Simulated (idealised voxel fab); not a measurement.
This section sets out a process module, namely voxel wiring stack.
For reference, the cross-section in this document is cut, with width 250 nm and square cells of 5 nm.
The cross-sections in this document take the form of a grid made of square cells. They are written out as bands, in order from top to bottom. Each band consists of one or more rows of cells.
Basically the band line says how high the top is and how high the bottom is, in nm, and then what's in it from left to right, every material with its width in nm. Empty space shows up as "blank", and if a single material carries "everywhere" it runs the full band edge to edge.
Counting heights begins at 0, where everything beneath is, in the wafer as received, one material. The lowest band has no bottom; it goes on downwards, as "z 0 and below" shows.
When a width is written as two numbers, as in "30..40", the first number is the width in the top row of cells of the band and the second is the width in its bottom row, and the width changes by the same amount from each row to the next.
"stayed the same", as given for a step, is the statement that not any cell of the cross-section underwent a change during that step.
If an empty space has no open way to the top and is at least 8 cells in size, "Sealed void list" lists it, written width x height at distance, where distance is measured from the left edge and every value is in nm.
Formally, on a step line, whatever follows the settings is a remark that the simulator itself makes on the step.
"overlay nm", when on a step's line for a step with a mask, measures how far to the right of its planned place the mask lay; a negative measure means to the left.
Each pair of cross-sections that follows straddles one process step: the one shows the state before the step, the other the state after it, down to the lowest band that changed and no further. The step in question, and its settings, are given under the pair. Note that a pair is not necessarily a continuation of the pair above it, since pairs can come from different runs of this module on the same starting wafer; it is a continuation only where its entry headed "Pre-step" says so.

Pre-step
  z 120 to 110  55 aC, 30 blank, 25 aC, 30 blank, 25 aC, 30 blank, 55 aC
  z 110 to 95  55 SiO2, 30 blank, 25 SiO2, 30 blank, 25 SiO2, 30 blank, 55 SiO2
  z 95 to 80  SiO2 everywhere
  z 80 to 75  SiCN everywhere
  z 75 to 55  50 SiO2, 5 SiCN, 30 W, 5 SiCN, 15 SiO2, 5 SiCN, 30 W, 5 SiCN, 15 SiO2, 5 SiCN, 30 W, 5 SiCN, 50 SiO2
  z 55 to 50  55 SiCN, 30 TiN, 25 SiCN, 30 TiN, 25 SiCN, 30 TiN, 55 SiCN
  z 50 to 40  55 SiO2, 5 TiN, 5 W, 5 TiN, 40 SiO2, 5 TiN, 5 W, 5 TiN, 40 SiO2, 5 TiN, 5 W, 5 TiN, 70 SiO2
  z 40 to 35  55 SiCN, 15 TiN, 40 SiCN, 15 TiN, 40 SiCN, 15 TiN, 70 SiCN
  z 35 to 15  55 SiO2, 30 Ru, 25 SiO2, 30 Ru, 25 SiO2, 30 Ru, 55 SiO2
  z 15 to 10  55 SiO2, 30 TiN, 25 SiO2, 30 TiN, 25 SiO2, 30 TiN, 55 SiO2
  z 10 to 0  SiO2 everywhere
  z 0 and below  Si everywhere
  Sealed void list: none

Resultant Cross-Section
  z 120 to 110  55 aC, 30 blank, 25 aC, 30 blank, 25 aC, 30 blank, 55 aC
  z 110 to 80  55 SiO2, 30 blank, 25 SiO2, 30 blank, 25 SiO2, 30 blank, 55 SiO2
  Beneath the level 80, the cross-section is identical to its previous state.
  Sealed void list: none
Can you say which step sits between the two cross-sections above? DIRECTIONAL_ETCH [etch materials SiO2] [depth nm 15]

Pre-step: the after view from the pair directly above serves as the before view here.

Resultant Cross-Section
  z 110 to 80  55 SiO2, 30 blank, 25 SiO2, 30 blank, 25 SiO2, 30 blank, 55 SiO2
  Beneath the level 80, the cross-section is identical to its previous state.
  Sealed void list: none
Can you say which step sits between the two cross-sections above? STRIP [etch materials aC]

Pre-step: the after view from the pair directly above serves as the before view here.

Resultant Cross-Section
  z 125 to 110  55 resist, 15 blank, 40 resist, 15 blank, 40 resist, 15 blank, 70 resist
  z 110 to 80  55 SiO2, 15 blank, 15 resist, 25 SiO2, 15 blank, 15 resist, 25 SiO2, 15 blank, 15 resist, 55 SiO2
  Beneath the level 80, the cross-section is identical to its previous state.
  Sealed void list: none
Can you say which step sits between the two cross-sections above? PATTERN [tone open] [mask id METAL_3_HOLES] [material resist] [width nm 15] [pitch nm 55] [thk nm 15] [overlay nm 0]

Pre-step: the after view from the pair directly above serves as the before view here.

Resultant Cross-Section
  z 125 to 110  55 resist, 15 blank, 40 resist, 15 blank, 40 resist, 15 blank, 70 resist
  z 110 to 80  55 SiO2, 15 blank, 15 resist, 25 SiO2, 15 blank, 15 resist, 25 SiO2, 15 blank, 15 resist, 55 SiO2
  z 80 to 75  55 SiCN, 15 blank, 40 SiCN, 15 blank, 40 SiCN, 15 blank, 70 SiCN
  Beneath the level 75, the cross-section is identical to its previous state.
  Sealed void list: none
Can you say which step sits between the two cross-sections above? DIRECTIONAL_ETCH [etch materials SiCN] [depth nm 5]

Pre-step: the after view from the pair directly above serves as the before view here.

Resultant Cross-Section
  z 110 to 80  55 SiO2, 30 blank, 25 SiO2, 30 blank, 25 SiO2, 30 blank, 55 SiO2
  Beneath the level 80, the cross-section is identical to its previous state.
  Sealed void list: none
Can you say which step sits between the two cross-sections above? STRIP [etch materials resist]

Pre-step: the after view from the pair directly above serves as the before view here.

Resultant Cross-Section
  z 115 to 110  60 TiN, 20 blank, 35 TiN, 20 blank, 35 TiN, 20 blank, 60 TiN
  z 110 to 85  55 SiO2, 5 TiN, 20 blank, 5 TiN, 25 SiO2, 5 TiN, 20 blank, 5 TiN, 25 SiO2, 5 TiN, 20 blank, 5 TiN, 55 SiO2
  z 85 to 80  55 SiO2, 5 TiN, 5 blank, 20 TiN, 25 SiO2, 5 TiN, 5 blank, 20 TiN, 25 SiO2, 5 TiN, 5 blank, 20 TiN, 55 SiO2
  z 80 to 75  55 SiCN, 15 TiN, 40 SiCN, 15 TiN, 40 SiCN, 15 TiN, 70 SiCN
  Beneath the level 75, the cross-section is identical to its previous state.
  Sealed void list: none
Can you say which step sits between the two cross-sections above? CONFORMAL_DEP [material TiN] [thk nm 5]

Pre-step: the after view from the pair directly above serves as the before view here.

Resultant Cross-Section
  z 125 to 115  Cu everywhere
  z 115 to 110  60 TiN, 20 Cu, 35 TiN, 20 Cu, 35 TiN, 20 Cu, 60 TiN
  z 110 to 85  55 SiO2, 5 TiN, 20 Cu, 5 TiN, 25 SiO2, 5 TiN, 20 Cu, 5 TiN, 25 SiO2, 5 TiN, 20 Cu, 5 TiN, 55 SiO2
  z 85 to 80  55 SiO2, 5 TiN, 5 Cu, 20 TiN, 25 SiO2, 5 TiN, 5 Cu, 20 TiN, 25 SiO2, 5 TiN, 5 Cu, 20 TiN, 55 SiO2
  Beneath the level 80, the cross-section is identical to its previous state.
  Sealed void list: none
Can you say which step sits between the two cross-sections above? FILL_DEP [material Cu] [thk nm 10]

Pre-step: the after view from the pair directly above serves as the before view here.

Resultant Cross-Section
  z 110 to 85  55 SiO2, 5 TiN, 20 Cu, 5 TiN, 25 SiO2, 5 TiN, 20 Cu, 5 TiN, 25 SiO2, 5 TiN, 20 Cu, 5 TiN, 55 SiO2
  Beneath the level 85, the cross-section is identical to its previous state.
  Sealed void list: none
Can you say which step sits between the two cross-sections above? CMP [height nm 110]

Pre-step: the after view from the pair directly above serves as the before view here.

Resultant Cross-Section
  z 115 to 110  SiCN everywhere
  Beneath the level 110, the cross-section is identical to its previous state.
  Sealed void list: none
Can you say which step sits between the two cross-sections above? CONFORMAL_DEP [material SiCN] [thk nm 5]

Pre-step
  z 80 to 75  SiCN everywhere
  z 75 to 55  50 SiO2, 5 SiCN, 30 W, 5 SiCN, 15 SiO2, 5 SiCN, 30 W, 5 SiCN, 15 SiO2, 5 SiCN, 30 W, 5 SiCN, 50 SiO2
  z 55 to 50  55 SiCN, 30 TiN, 25 SiCN, 30 TiN, 25 SiCN, 30 TiN, 55 SiCN
  z 50 to 40  55 SiO2, 5 TiN, 5 W, 5 TiN, 40 SiO2, 5 TiN, 5 W, 5 TiN, 40 SiO2, 5 TiN, 5 W, 5 TiN, 70 SiO2
  z 40 to 35  55 SiCN, 15 TiN, 40 SiCN, 15 TiN, 40 SiCN, 15 TiN, 70 SiCN
  z 35 to 15  55 SiO2, 30 Ru, 25 SiO2, 30 Ru, 25 SiO2, 30 Ru, 55 SiO2
  z 15 to 10  55 SiO2, 30 TiN, 25 SiO2, 30 TiN, 25 SiO2, 30 TiN, 55 SiO2
  z 10 to 0  SiO2 everywhere
  z 0 and below  Si everywhere
  Sealed void list: none

Resultant Cross-Section
  z 90 to 80  aC everywhere
  Beneath the level 80, the cross-section is identical to its previous state.
  Sealed void list: none
Can you say which step sits between the two cross-sections above? DIRECTIONAL_DEP [material aC] [thk nm 10]

Pre-step: the after view from the pair directly above serves as the before view here.

Resultant Cross-Section
  z 120 to 90  SiO2 everywhere
  Beneath the level 90, the cross-section is identical to its previous state.
  Sealed void list: none
Can you say which step sits between the two cross-sections above? DIRECTIONAL_DEP [material SiO2] [thk nm 30]

Pre-step: the after view from the pair directly above serves as the before view here.

Resultant Cross-Section
  z 145 to 120  55 resist, 30 blank, 25 resist, 30 blank, 25 resist, 30 blank, 55 resist
  Beneath the level 120, the cross-section is identical to its previous state.
  Sealed void list: none
Can you say which step sits between the two cross-sections above? PATTERN [tone open] [mask id METAL_3] [material resist] [width nm 30] [pitch nm 55] [thk nm 25] [overlay nm 0]

Pre-step: the after view from the pair directly above serves as the before view here.

Resultant Cross-Section
  z 135 to 120  55 resist, 30 blank, 25 resist, 30 blank, 25 resist, 30 blank, 55 resist
  Beneath the level 120, the cross-section is identical to its previous state.
  Sealed void list: none
Can you say which step sits between the two cross-sections above? DIRECTIONAL_ETCH [etch materials aC] [depth nm 10]

Pre-step: the after view from the pair directly above serves as the before view here.

Resultant Cross-Section
  z 120 to 90  SiO2 everywhere
  Beneath the level 90, the cross-section is identical to its previous state.
  Sealed void list: none
Can you say which step sits between the two cross-sections above? STRIP [etch materials resist]

Pre-step: the after view from the pair directly above serves as the before view here.

Resultant Cross-Section
  z 105 to 90  SiO2 everywhere
  Beneath the level 90, the cross-section is identical to its previous state.
  Sealed void list: none
Can you say which step sits between the two cross-sections above? DIRECTIONAL_ETCH [etch materials SiO2] [depth nm 15]

Pre-step: the after view from the pair directly above serves as the before view here.

Resultant Cross-Section
  z 120 to 105  55 resist, 15 blank, 40 resist, 15 blank, 40 resist, 15 blank, 70 resist
  Beneath the level 105, the cross-section is identical to its previous state.
  Sealed void list: none
Can you say which step sits between the two cross-sections above? PATTERN [tone open] [mask id METAL_3_HOLES] [material resist] [width nm 15] [pitch nm 55] [thk nm 15] [overlay nm 0]

Pre-step: the after view from the pair directly above serves as the before view here.

Resultant Cross-Section
  z 120 to 105  55 resist, 15 blank, 40 resist, 15 blank, 40 resist, 15 blank, 70 resist
  z 105 to 90  55 SiO2, 15 blank, 40 SiO2, 15 blank, 40 SiO2, 15 blank, 70 SiO2
  Beneath the level 90, the cross-section is identical to its previous state.
  Sealed void list: none
Can you say which step sits between the two cross-sections above? DIRECTIONAL_ETCH [etch materials SiO2] [depth nm 15]

Pre-step: the after view from the pair directly above serves as the before view here.

Resultant Cross-Section
  z 105 to 90  55 SiO2, 15 blank, 40 SiO2, 15 blank, 40 SiO2, 15 blank, 70 SiO2
  Beneath the level 90, the cross-section is identical to its previous state.
  Sealed void list: none
Can you say which step sits between the two cross-sections above? STRIP [etch materials resist]

Pre-step: the after view from the pair directly above serves as the before view here.

Resultant Cross-Section
  z 110 to 105  60 TiN, 5 blank, 50 TiN, 5 blank, 50 TiN, 5 blank, 75 TiN
  z 105 to 95  55 SiO2, 5 TiN, 5 blank, 5 TiN, 40 SiO2, 5 TiN, 5 blank, 5 TiN, 40 SiO2, 5 TiN, 5 blank, 5 TiN, 70 SiO2
  z 95 to 90  55 SiO2, 15 TiN, 40 SiO2, 15 TiN, 40 SiO2, 15 TiN, 70 SiO2
  Beneath the level 90, the cross-section is identical to its previous state.
  Sealed void list: none
Can you say which step sits between the two cross-sections above? CONFORMAL_DEP [material TiN] [thk nm 5]

Pre-step: the after view from the pair directly above serves as the before view here.

Resultant Cross-Section
  z 120 to 110  Cu everywhere
  z 110 to 105  60 TiN, 5 Cu, 50 TiN, 5 Cu, 50 TiN, 5 Cu, 75 TiN
  z 105 to 95  55 SiO2, 5 TiN, 5 Cu, 5 TiN, 40 SiO2, 5 TiN, 5 Cu, 5 TiN, 40 SiO2, 5 TiN, 5 Cu, 5 TiN, 70 SiO2
  Beneath the level 95, the cross-section is identical to its previous state.
  Sealed void list: none
Can you say which step sits between the two cross-sections above? FILL_DEP [material Cu] [thk nm 10]

Pre-step: the after view from the pair directly above serves as the before view here.

Resultant Cross-Section
  z 110 to 105  60 TiN, 5 Cu, 50 TiN, 5 Cu, 50 TiN, 5 Cu, 75 TiN
  Beneath the level 105, the cross-section is identical to its previous state.
  Sealed void list: none
Can you say which step sits between the two cross-sections above? CMP [height nm 110]

Pre-step: the after view from the pair directly above serves as the before view here.

Resultant Cross-Section
  z 115 to 110  SiCN everywhere
  Beneath the level 110, the cross-section is identical to its previous state.
  Sealed void list: none
Can you say which step sits between the two cross-sections above? CONFORMAL_DEP [material SiCN] [thk nm 5]

Pre-step
  z 80 to 75  SiCN everywhere
  z 75 to 55  50 SiO2, 5 SiCN, 30 W, 5 SiCN, 15 SiO2, 5 SiCN, 30 W, 5 SiCN, 15 SiO2, 5 SiCN, 30 W, 5 SiCN, 50 SiO2
  z 55 to 50  55 SiCN, 30 TiN, 25 SiCN, 30 TiN, 25 SiCN, 30 TiN, 55 SiCN
  z 50 to 40  55 SiO2, 5 TiN, 5 W, 5 TiN, 40 SiO2, 5 TiN, 5 W, 5 TiN, 40 SiO2, 5 TiN, 5 W, 5 TiN, 70 SiO2
  z 40 to 35  55 SiCN, 15 TiN, 40 SiCN, 15 TiN, 40 SiCN, 15 TiN, 70 SiCN
  z 35 to 15  55 SiO2, 30 Ru, 25 SiO2, 30 Ru, 25 SiO2, 30 Ru, 55 SiO2
  z 15 to 10  55 SiO2, 30 TiN, 25 SiO2, 30 TiN, 25 SiO2, 30 TiN, 55 SiO2
  z 10 to 0  SiO2 everywhere
  z 0 and below  Si everywhere
  Sealed void list: none

Resultant Cross-Section
  z 100 to 80  SiO2 everywhere
  Beneath the level 80, the cross-section is identical to its previous state.
  Sealed void list: none
Can you say which step sits between the two cross-sections above? DIRECTIONAL_DEP [material SiO2] [thk nm 20]

Pre-step: the after view from the pair directly above serves as the before view here.

Resultant Cross-Section
  z 110 to 100  aC everywhere
  Beneath the level 100, the cross-section is identical to its previous state.
  Sealed void list: none
Can you say which step sits between the two cross-sections above? DIRECTIONAL_DEP [material aC] [thk nm 10]

Pre-step: the after view from the pair directly above serves as the before view here.

Resultant Cross-Section
  z 135 to 110  55 resist, 30 blank, 25 resist, 30 blank, 25 resist, 30 blank, 55 resist
  Beneath the level 110, the cross-section is identical to its previous state.
  Sealed void list: none
Can you say which step sits between the two cross-sections above? PATTERN [tone open] [mask id METAL_3] [material resist] [width nm 30] [pitch nm 55] [thk nm 25] [overlay nm 0]

Pre-step: the after view from the pair directly above serves as the before view here.

Resultant Cross-Section
  z 125 to 110  55 resist, 30 blank, 25 resist, 30 blank, 25 resist, 30 blank, 55 resist
  z 110 to 100  55 aC, 30 blank, 25 aC, 30 blank, 25 aC, 30 blank, 55 aC
  Beneath the level 100, the cross-section is identical to its previous state.
  Sealed void list: none
Can you say which step sits between the two cross-sections above? DIRECTIONAL_ETCH [etch materials aC] [depth nm 10]

Pre-step: the after view from the pair directly above serves as the before view here.

Resultant Cross-Section
  z 110 to 100  55 aC, 30 blank, 25 aC, 30 blank, 25 aC, 30 blank, 55 aC
  Beneath the level 100, the cross-section is identical to its previous state.
  Sealed void list: none
Can you say which step sits between the two cross-sections above? STRIP [etch materials resist]

Pre-step: the after view from the pair directly above serves as the before view here.

Resultant Cross-Section
  z 110 to 100  55 aC, 30 blank, 25 aC, 30 blank, 25 aC, 30 blank, 55 aC
  z 100 to 85  55 SiO2, 30 blank, 25 SiO2, 30 blank, 25 SiO2, 30 blank, 55 SiO2
  Beneath the level 85, the cross-section is identical to its previous state.
  Sealed void list: none
Can you say which step sits between the two cross-sections above? DIRECTIONAL_ETCH [etch materials SiO2] [depth nm 15]

Pre-step: the after view from the pair directly above serves as the before view here.

Resultant Cross-Section
  z 100 to 85  55 SiO2, 30 blank, 25 SiO2, 30 blank, 25 SiO2, 30 blank, 55 SiO2
  Beneath the level 85, the cross-section is identical to its previous state.
  Sealed void list: none
Can you say which step sits between the two cross-sections above? STRIP [etch materials aC]

Pre-step: the after view from the pair directly above serves as the before view here.

Resultant Cross-Section
  z 115 to 100  55 resist, 15 blank, 40 resist, 15 blank, 40 resist, 15 blank, 70 resist
  z 100 to 85  55 SiO2, 15 blank, 15 resist, 25 SiO2, 15 blank, 15 resist, 25 SiO2, 15 blank, 15 resist, 55 SiO2
  Beneath the level 85, the cross-section is identical to its previous state.
  Sealed void list: none
Can you say which step sits between the two cross-sections above? PATTERN [tone open] [mask id METAL_3_HOLES] [material resist] [width nm 15] [pitch nm 55] [thk nm 15] [overlay nm 0]

Pre-step: the after view from the pair directly above serves as the before view here.

Resultant Cross-Section
  z 115 to 100  55 resist, 15 blank, 40 resist, 15 blank, 40 resist, 15 blank, 70 resist
  z 100 to 85  55 SiO2, 15 blank, 15 resist, 25 SiO2, 15 blank, 15 resist, 25 SiO2, 15 blank, 15 resist, 55 SiO2
  z 85 to 80  55 SiO2, 15 blank, 40 SiO2, 15 blank, 40 SiO2, 15 blank, 70 SiO2
  Beneath the level 80, the cross-section is identical to its previous state.
  Sealed void list: none
Can you say which step sits between the two cross-sections above? DIRECTIONAL_ETCH [etch materials SiO2] [depth nm 15]

Pre-step: the after view from the pair directly above serves as the before view here.

Resultant Cross-Section
  z 115 to 100  55 resist, 15 blank, 40 resist, 15 blank, 40 resist, 15 blank, 70 resist
  z 100 to 85  55 SiO2, 15 blank, 15 resist, 25 SiO2, 15 blank, 15 resist, 25 SiO2, 15 blank, 15 resist, 55 SiO2
  z 85 to 80  55 SiO2, 15 blank, 40 SiO2, 15 blank, 40 SiO2, 15 blank, 70 SiO2
  z 80 to 75  55 SiCN, 15 blank, 40 SiCN, 15 blank, 40 SiCN, 15 blank, 70 SiCN
  Beneath the level 75, the cross-section is identical to its previous state.
  Sealed void list: none
Can you say which step sits between the two cross-sections above? DIRECTIONAL_ETCH [etch materials SiCN] [depth nm 5]

Pre-step: the after view from the pair directly above serves as the before view here.

Resultant Cross-Section
  z 100 to 85  55 SiO2, 30 blank, 25 SiO2, 30 blank, 25 SiO2, 30 blank, 55 SiO2
  Beneath the level 85, the cross-section is identical to its previous state.
  Sealed void list: none
Can you say which step sits between the two cross-sections above? STRIP [etch materials resist]

Pre-step: the after view from the pair directly above serves as the before view here.

Resultant Cross-Section
  z 105 to 100  60 TiN, 20 blank, 35 TiN, 20 blank, 35 TiN, 20 blank, 60 TiN
  z 100 to 90  55 SiO2, 5 TiN, 20 blank, 5 TiN, 25 SiO2, 5 TiN, 20 blank, 5 TiN, 25 SiO2, 5 TiN, 20 blank, 5 TiN, 55 SiO2
  z 90 to 80  55 SiO2, 5 TiN, 5 blank, 20..5 TiN, 25..40 SiO2, 5 TiN, 5 blank, 20..5 TiN, 25..40 SiO2, 5 TiN, 5 blank, 20..5 TiN, 55..70 SiO2
  z 80 to 75  55 SiCN, 15 TiN, 40 SiCN, 15 TiN, 40 SiCN, 15 TiN, 70 SiCN
  Beneath the level 75, the cross-section is identical to its previous state.
  Sealed void list: none
Can you say which step sits between the two cross-sections above? CONFORMAL_DEP [material TiN] [thk nm 5]

Pre-step: the after view from the pair directly above serves as the before view here.

Resultant Cross-Section
  z 115 to 105  Cu everywhere
  z 105 to 100  60 TiN, 20 Cu, 35 TiN, 20 Cu, 35 TiN, 20 Cu, 60 TiN
  z 100 to 90  55 SiO2, 5 TiN, 20 Cu, 5 TiN, 25 SiO2, 5 TiN, 20 Cu, 5 TiN, 25 SiO2, 5 TiN, 20 Cu, 5 TiN, 55 SiO2
  z 90 to 80  55 SiO2, 5 TiN, 5 Cu, 20..5 TiN, 25..40 SiO2, 5 TiN, 5 Cu, 20..5 TiN, 25..40 SiO2, 5 TiN, 5 Cu, 20..5 TiN, 55..70 SiO2
  Beneath the level 80, the cross-section is identical to its previous state.
  Sealed void list: none
Can you say which step sits between the two cross-sections above? FILL_DEP [material Cu] [thk nm 10]

Pre-step: the after view from the pair directly above serves as the before view here.

Resultant Cross-Section
  z 110 to 105  Cu everywhere
  Beneath the level 105, the cross-section is identical to its previous state.
  Sealed void list: none
Can you say which step sits between the two cross-sections above? CMP [height nm 110]

Pre-step: the after view from the pair directly above serves as the before view here.

Resultant Cross-Section
  z 115 to 110  SiCN everywhere
  Beneath the level 110, the cross-section is identical to its previous state.
  Sealed void list: none
Can you say which step sits between the two cross-sections above? CONFORMAL_DEP [material SiCN] [thk nm 5]

Pre-step
  z 50 to 35  aC everywhere
  z 35 to 15  Ru everywhere
  z 15 to 10  TiN everywhere
  z 10 to 0  SiO2 everywhere
  z 0 and below  Si everywhere
  Sealed void list: none

Resultant Cross-Section
  z 80 to 50  60 blank, 25 resist, 30 blank, 25 resist, 30 blank, 25 resist, 55 blank
  Beneath the level 50, the cross-section is identical to its previous state.
  Sealed void list: none
Can you say which step sits between the two cross-sections above? PATTERN [tone cover] [mask id METAL_1] [material resist] [width nm 25] [pitch nm 55] [thk nm 30] [overlay nm 0]

Pre-step: the after view from the pair directly above serves as the before view here.

Resultant Cross-Section
  z 65 to 50  60 blank, 25 resist, 30 blank, 25 resist, 30 blank, 25 resist, 55 blank
  z 50 to 35  60 blank, 25 aC, 30 blank, 25 aC, 30 blank, 25 aC, 55 blank
  Beneath the level 35, the cross-section is identical to its previous state.
  Sealed void list: none
Can you say which step sits between the two cross-sections above? DIRECTIONAL_ETCH [etch materials aC] [depth nm 15]

Pre-step: the after view from the pair directly above serves as the before view here.

Resultant Cross-Section
  z 50 to 35  60 blank, 25 aC, 30 blank, 25 aC, 30 blank, 25 aC, 55 blank
  Beneath the level 35, the cross-section is identical to its previous state.
  Sealed void list: none
Can you say which step sits between the two cross-sections above? STRIP [etch materials resist]

Pre-step: the after view from the pair directly above serves as the before view here.

Resultant Cross-Section
  z 50 to 35  60 blank, 25 aC, 30 blank, 25 aC, 30 blank, 25 aC, 55 blank
  z 35 to 15  60 blank, 25 Ru, 30 blank, 25 Ru, 30 blank, 25 Ru, 55 blank
  Beneath the level 15, the cross-section is identical to its previous state.
  Sealed void list: none
Can you say which step sits between the two cross-sections above? DIRECTIONAL_ETCH [etch materials Ru] [depth nm 20]

Pre-step: the after view from the pair directly above serves as the before view here.

Resultant Cross-Section
  z 50 to 35  60 blank, 25 aC, 30 blank, 25 aC, 30 blank, 25 aC, 55 blank
  z 35 to 15  60 blank, 25 Ru, 30 blank, 25 Ru, 30 blank, 25 Ru, 55 blank
  z 15 to 10  60 blank, 25 TiN, 30 blank, 25 TiN, 30 blank, 25 TiN, 55 blank
  Beneath the level 10, the cross-section is identical to its previous state.
  Sealed void list: none
Can you say which step sits between the two cross-sections above? DIRECTIONAL_ETCH [etch materials TiN] [depth nm 5]

Pre-step: the after view from the pair directly above serves as the before view here.

Resultant Cross-Section
  z 35 to 15  60 blank, 25 Ru, 30 blank, 25 Ru, 30 blank, 25 Ru, 55 blank
  Beneath the level 15, the cross-section is identical to its previous state.
  Sealed void list: none
Can you say which step sits between the two cross-sections above? STRIP [etch materials aC]

Pre-step: the after view from the pair directly above serves as the before view here.

Resultant Cross-Section
  z 40 to 35  SiO2 everywhere
  z 35 to 15  60 SiO2, 25 Ru, 30 SiO2, 25 Ru, 30 SiO2, 25 Ru, 55 SiO2
  z 15 to 10  60 SiO2, 25 TiN, 30 SiO2, 25 TiN, 30 SiO2, 25 TiN, 55 SiO2
  Beneath the level 10, the cross-section is identical to its previous state.
  Sealed void list: none
Can you say which step sits between the two cross-sections above? FILL_DEP [material SiO2] [thk nm 5]

Pre-step: the after view from the pair directly above serves as the before view here.

Resultant Cross-Section
  z 35 to 15  60 SiO2, 25 Ru, 30 SiO2, 25 Ru, 30 SiO2, 25 Ru, 55 SiO2
  Beneath the level 15, the cross-section is identical to its previous state.
  Sealed void list: none
Can you say which step sits between the two cross-sections above? CMP [height nm 35]

Pre-step: the after view from the pair directly above serves as the before view here.

Resultant Cross-Section
  z 40 to 35  SiCN everywhere
  Beneath the level 35, the cross-section is identical to its previous state.
  Sealed void list: none
Can you say which step sits between the two cross-sections above? CONFORMAL_DEP [material SiCN] [thk nm 5]

Pre-step: the after view from the pair directly above serves as the before view here.

Resultant Cross-Section
  z 50 to 40  SiO2 everywhere
  Beneath the level 40, the cross-section is identical to its previous state.
  Sealed void list: none
Can you say which step sits between the two cross-sections above? DIRECTIONAL_DEP [material SiO2] [thk nm 10]

Pre-step: the after view from the pair directly above serves as the before view here.

Resultant Cross-Section
  z 65 to 50  55 resist, 15 blank, 40 resist, 15 blank, 40 resist, 15 blank, 70 resist
  Beneath the level 50, the cross-section is identical to its previous state.
  Sealed void list: none
Can you say which step sits between the two cross-sections above? PATTERN [tone open] [mask id PLUG_1] [material resist] [width nm 15] [pitch nm 55] [thk nm 15] [overlay nm 0]

Pre-step: the after view from the pair directly above serves as the before view here.

Resultant Cross-Section
  z 65 to 50  55 resist, 15 blank, 40 resist, 15 blank, 40 resist, 15 blank, 70 resist
  z 50 to 40  55 SiO2, 15 blank, 40 SiO2, 15 blank, 40 SiO2, 15 blank, 70 SiO2
  Beneath the level 40, the cross-section is identical to its previous state.
  Sealed void list: none
Can you say which step sits between the two cross-sections above? DIRECTIONAL_ETCH [etch materials SiO2] [depth nm 10]

Pre-step: the after view from the pair directly above serves as the before view here.

Resultant Cross-Section
  z 65 to 50  55 resist, 15 blank, 40 resist, 15 blank, 40 resist, 15 blank, 70 resist
  z 50 to 40  55 SiO2, 15 blank, 40 SiO2, 15 blank, 40 SiO2, 15 blank, 70 SiO2
  z 40 to 35  55 SiCN, 15 blank, 40 SiCN, 15 blank, 40 SiCN, 15 blank, 70 SiCN
  Beneath the level 35, the cross-section is identical to its previous state.
  Sealed void list: none
Can you say which step sits between the two cross-sections above? DIRECTIONAL_ETCH [etch materials SiCN] [depth nm 5]

Pre-step: the after view from the pair directly above serves as the before view here.

Resultant Cross-Section
  z 50 to 40  55 SiO2, 15 blank, 40 SiO2, 15 blank, 40 SiO2, 15 blank, 70 SiO2
  Beneath the level 40, the cross-section is identical to its previous state.
  Sealed void list: none
Can you say which step sits between the two cross-sections above? STRIP [etch materials resist]

Pre-step: the after view from the pair directly above serves as the before view here.

Resultant Cross-Section
  z 55 to 50  60 TiN, 5 blank, 50 TiN, 5 blank, 50 TiN, 5 blank, 75 TiN
  z 50 to 40  55 SiO2, 5 TiN, 5 blank, 5 TiN, 40 SiO2, 5 TiN, 5 blank, 5 TiN, 40 SiO2, 5 TiN, 5 blank, 5 TiN, 70 SiO2
  z 40 to 35  55 SiCN, 15 TiN, 40 SiCN, 15 TiN, 40 SiCN, 15 TiN, 70 SiCN
  Beneath the level 35, the cross-section is identical to its previous state.
  Sealed void list: none
Can you say which step sits between the two cross-sections above? CONFORMAL_DEP [material TiN] [thk nm 5]

Pre-step: the after view from the pair directly above serves as the before view here.

Resultant Cross-Section
  z 65 to 55  W everywhere
  z 55 to 50  60 TiN, 5 W, 50 TiN, 5 W, 50 TiN, 5 W, 75 TiN
  z 50 to 40  55 SiO2, 5 TiN, 5 W, 5 TiN, 40 SiO2, 5 TiN, 5 W, 5 TiN, 40 SiO2, 5 TiN, 5 W, 5 TiN, 70 SiO2
  Beneath the level 40, the cross-section is identical to its previous state.
  Sealed void list: none
Can you say which step sits between the two cross-sections above? FILL_DEP [material W] [thk nm 10]

Pre-step: the after view from the pair directly above serves as the before view here.

Resultant Cross-Section
  z 50 to 40  55 SiO2, 5 TiN, 5 W, 5 TiN, 40 SiO2, 5 TiN, 5 W, 5 TiN, 40 SiO2, 5 TiN, 5 W, 5 TiN, 70 SiO2
  Beneath the level 40, the cross-section is identical to its previous state.
  Sealed void list: none
Can you say which step sits between the two cross-sections above? CMP [height nm 50]

Pre-step: the after view from the pair directly above serves as the before view here.

Resultant Cross-Section
  z 55 to 50  TiN everywhere
  Beneath the level 50, the cross-section is identical to its previous state.
  Sealed void list: none
Can you say which step sits between the two cross-sections above? DIRECTIONAL_DEP [material TiN] [thk nm 5]

Pre-step: the after view from the pair directly above serves as the before view here.

Resultant Cross-Section
  z 75 to 55  W everywhere
  Beneath the level 55, the cross-section is identical to its previous state.
  Sealed void list: none
Can you say which step sits between the two cross-sections above? DIRECTIONAL_DEP [material W] [thk nm 20]

Pre-step: the after view from the pair directly above serves as the before view here.

Resultant Cross-Section
  z 90 to 75  55 blank, 30 resist, 25 blank, 30 resist, 25 blank, 30 resist, 55 blank
  Beneath the level 75, the cross-section is identical to its previous state.
  Sealed void list: none
Can you say which step sits between the two cross-sections above? PATTERN [tone cover] [mask id METAL_2] [material resist] [width nm 30] [pitch nm 55] [thk nm 15] [overlay nm 0]

Pre-step: the after view from the pair directly above serves as the before view here.

Resultant Cross-Section
  z 90 to 75  55 blank, 30 resist, 25 blank, 30 resist, 25 blank, 30 resist, 55 blank
  z 75 to 55  55 blank, 30 W, 25 blank, 30 W, 25 blank, 30 W, 55 blank
  Beneath the level 55, the cross-section is identical to its previous state.
  Sealed void list: none
Can you say which step sits between the two cross-sections above? DIRECTIONAL_ETCH [etch materials W] [depth nm 20]

Pre-step: the after view from the pair directly above serves as the before view here.

Resultant Cross-Section
  z 90 to 75  55 blank, 30 resist, 25 blank, 30 resist, 25 blank, 30 resist, 55 blank
  z 75 to 55  55 blank, 30 W, 25 blank, 30 W, 25 blank, 30 W, 55 blank
  z 55 to 50  55 blank, 30 TiN, 25 blank, 30 TiN, 25 blank, 30 TiN, 55 blank
  Beneath the level 50, the cross-section is identical to its previous state.
  Sealed void list: none
Can you say which step sits between the two cross-sections above? DIRECTIONAL_ETCH [etch materials TiN] [depth nm 5]

Pre-step: the after view from the pair directly above serves as the before view here.

Resultant Cross-Section
  z 75 to 55  55 blank, 30 W, 25 blank, 30 W, 25 blank, 30 W, 55 blank
  Beneath the level 55, the cross-section is identical to its previous state.
  Sealed void list: none
Can you say which step sits between the two cross-sections above? STRIP [etch materials resist]
